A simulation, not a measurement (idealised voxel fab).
The following process module bears the name voxel lift off.
Pictured: cross-section cut, 195 nm wide, on a grid of 5 nm square cells.
Notation: cross-section as square-cell grid; stated in bands, top first, going down; one or more cell rows per band.
Band: top and bottom heights (nm) first, top before bottom; then materials from left to right, widths in nm. "edge to edge" marks a sole material filling the band edge to edge. "empty" denotes empty space.
Heights are measured from 0, the level below which the as-received wafer is all one material; the lowest band has no bottom and continues downward, written as in "0 nm and below".
When a width is written as two numbers, as in "30->40", the first number is the width in the top row of cells of the band and the second is the width in its bottom row, and the width changes by the same amount from each row to the next.
No cell of the cross-section changed in a step that is given as "same as before".
Closed empty spaces (no open way to the top) of 8 cells or more are what "Sealed voids" lists, each as width x height at distance from the left edge, nm for all three.
Post-settings text on a step line: simulator's own remark regarding the step.
Among the settings permitted on a step's line is "overlay nm"; applied to a step with a mask, it specifies the extent to which the mask lay to the right of its planned position, whereas a negative figure signifies a position to the left.
-- Set out below are the planned steps of the process
1,RECEIVE,material Si
2,CONFORMAL_DEP,material SiO2,thk nm 10
3,PATTERN,tone open,mask id LINES,material resist,width nm 20,pitch nm 40,thk nm 25,overlay nm 0
4,DIRECTIONAL_DEP,material Ru,thk nm 15
5,STRIP,etch materials resist
6,CONFORMAL_DEP,material SiO2,thk nm 10
-- Wafer, first of two, run as planned
-- Cross-sectional view of the wafer in its as-received condition, corresponding to the state after step 1
* 0 nm and below | Si edge to edge
* Sealed voids: none
-- Wafer xsec, post step 2
* 10 nm to 0 nm | SiO2 edge to edge
* Below 0, no change.
-- Wafer xsec, post step 3
* 35 nm to 10 nm | resist=65 | empty=20 | resist=20 | empty=20 | resist=70
* Below 10, no change.
-- Wafer xsec, post step 4
* 50 nm to 35 nm | Ru=65 | empty=20 | Ru=20 | empty=20 | Ru=70
* 35 nm to 25 nm | resist=65 | empty=20 | resist=20 | empty=20 | resist=70
* 25 nm to 10 nm | resist=65 | Ru=20 | resist=20 | Ru=20 | resist=70
* Below 10, no change.
-- Wafer xsec, post step 5
* 25 nm to 10 nm | empty=65 | Ru=20 | empty=20 | Ru=20 | empty=70
* Below 10, no change.
-- Wafer xsec, post step 6
* 35 nm to 25 nm | empty=55 | SiO2=80 | empty=60
* 25 nm to 20 nm | empty=55 | SiO2=10 | Ru=20 | SiO2=20 | Ru=20 | SiO2=10 | empty=60
* 20 nm to 10 nm | SiO2=65 | Ru=20 | SiO2=20 | Ru=20 | SiO2=70
* Below 10, no change.
-- The second wafer was prepared from the same starting point and under the same plan as the first; its processing contained one mistake, and it remains indistinguishable from the first wafer up to and including step 1
-- Planned end of step 2: second wafer, cross-section
* 10 nm to 0 nm | Ru edge to edge
* Below 0, no change.
-- Planned end of step 3: second wafer, cross-section
* 35 nm to 10 nm | resist=65 | empty=20 | resist=20 | empty=20 | resist=70
* Below 10, no change.
-- Planned end of step 4: second wafer, cross-section
* 50 nm to 35 nm | Ru=65 | empty=20 | Ru=20 | empty=20 | Ru=70
* 35 nm to 25 nm | resist=65 | empty=20 | resist=20 | empty=20 | resist=70
* 25 nm to 10 nm | resist=65 | Ru=20 | resist=20 | Ru=20 | resist=70
* Below 10, no change.
-- Planned end of step 5: second wafer, cross-section
* 25 nm to 10 nm | empty=65 | Ru=20 | empty=20 | Ru=20 | empty=70
* Below 10, no change.
-- Planned end of step 6: second wafer, cross-section
* 35 nm to 25 nm | empty=55 | SiO2=80 | empty=60
* 25 nm to 20 nm | empty=55 | SiO2=10 | Ru=20 | SiO2=20 | Ru=20 | SiO2=10 | empty=60
* 20 nm to 10 nm | SiO2=65 | Ru=20 | SiO2=20 | Ru=20 | SiO2=70
* Below 10, no change.
It is concluded that the wafer was processed incorrectly with respect to the plan, in that step 2, actual vs plan mismatch, actual run CONFORMAL_DEP,material Ru,thk nm 10
End of process, cell counts, second wafer against first, materials with more or fewer: +78 Ru, -78 SiO2
